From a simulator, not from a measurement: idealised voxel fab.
process module | voxel air gaps
cross-section cut | 155 nm wide | cells 5 nm
A cross-section is a grid of square cells, given in bands from the top down. A band is one or more rows of cells.
Each band's line starts with the height of the band's top and of its bottom, in nm. Then come its materials from left to right, each with its width in nm. One material with "throughout" fills the band from edge to edge. "air" is empty space.
Height 0 is the level under which the wafer as received is all one material. The lowest band goes on downwards, as in "0 down".
A width such as "30 to 40" changes by the same amount from each row of cells to the next, from the band's top row to its bottom row.
"no change" after a step means that no cell of the cross-section changed.
closed voids: empty space of 8 cells or more with no open way to the top, each as width x height at its distance from the left edge, in nm
after a step's settings: what the simulator itself notes on the step
overlay nm, on a step with a mask: how far to the right of its planned place the mask lay; to the left if negative
plan
1 op RECEIVE | material Si
2 op CONFORMAL_DEP | material SiO2 | thk nm 10
3 op CONFORMAL_DEP | material SiCN | thk nm 5
4 op DIRECTIONAL_DEP | material lowk | thk nm 30
5 op DIRECTIONAL_DEP | material aC | thk nm 10
6 op PATTERN | tone open | mask id LINES | material resist | width nm 20 | pitch nm 45 | thk nm 25 | overlay nm 0
7 op DIRECTIONAL_ETCH | etch materials aC | depth nm 10
8 op STRIP | etch materials resist
9 op DIRECTIONAL_ETCH | etch materials lowk | depth nm 30
10 op STRIP | etch materials aC
11 op CONFORMAL_DEP | material TiN | thk nm 5
12 op FILL_DEP | material Cu | thk nm 5
13 op CMP | height nm 45
14 op EPI | material Ru | thk nm 10
15 op SELECTIVE_ETCH | etch materials lowk | depth nm 40
16 op CONFORMAL_DEP | material SiCN | thk nm 5
as received, after step 1
  0 down: Si throughout
  closed voids: none
first wafer at the end, as planned
  60 to 55: air 5 | SiCN 140 | air 10
  55 to 45: air 5 | SiCN 5 | Ru 40 | SiCN 5 | Ru 40 | SiCN 5 | Ru 40 | SiCN 5 | air 10
  45 to 40: air 5 | SiCN 15 | TiN 5 | Cu 10 | TiN 5 | SiCN 25 | TiN 5 | Cu 10 | TiN 5 | SiCN 25 | TiN 5 | Cu 10 | TiN 5 | SiCN 15 | air 10
  40 to 20: air 15 | SiCN 5 | TiN 5 | Cu 10 | TiN 5 | SiCN 5 | air 15 | SiCN 5 | TiN 5 | Cu 10 | TiN 5 | SiCN 5 | air 15 | SiCN 5 | TiN 5 | Cu 10 | TiN 5 | SiCN 5 | air 20
  20 to 15: SiCN 20 | TiN 20 | SiCN 25 | TiN 20 | SiCN 25 | TiN 20 | SiCN 25
  15 to 10: SiCN throughout
  10 to 0: SiO2 throughout
  0 down: Si throughout
  closed voids: 15 x 20 at 45; 15 x 20 at 90
second wafer at the end: like start, like plan, one mistake
  60 to 55: air 10 | SiCN 140 | air 5
  55 to 45: air 10 | SiCN 5 | Ru 40 | SiCN 5 | Ru 40 | SiCN 5 | Ru 40 | SiCN 5 | air 5
  45 to 40: air 10 | SiCN 15 | TiN 5 | Cu 10 | TiN 5 | SiCN 25 | TiN 5 | Cu 10 | TiN 5 | SiCN 25 | TiN 5 | Cu 10 | TiN 5 | SiCN 15 | air 5
  40 to 20: air 20 | SiCN 5 | TiN 5 | Cu 10 | TiN 5 | SiCN 5 | air 15 | SiCN 5 | TiN 5 | Cu 10 | TiN 5 | SiCN 5 | air 15 | SiCN 5 | TiN 5 | Cu 10 | TiN 5 | SiCN 5 | air 15
  20 to 15: SiCN 25 | TiN 20 | SiCN 25 | TiN 20 | SiCN 25 | TiN 20 | SiCN 20
  15 to 10: SiCN throughout
  10 to 0: SiO2 throughout
  0 down: Si throughout
  closed voids: 15 x 20 at 50; 15 x 20 at 95
what went wrong: step 6 ran as: op PATTERN | tone open | mask id LINES | material resist | width nm 20 | pitch nm 45 | thk nm 25 | overlay nm 5
at the end the second wafer has, in cells: as many of each material as the first, in other places
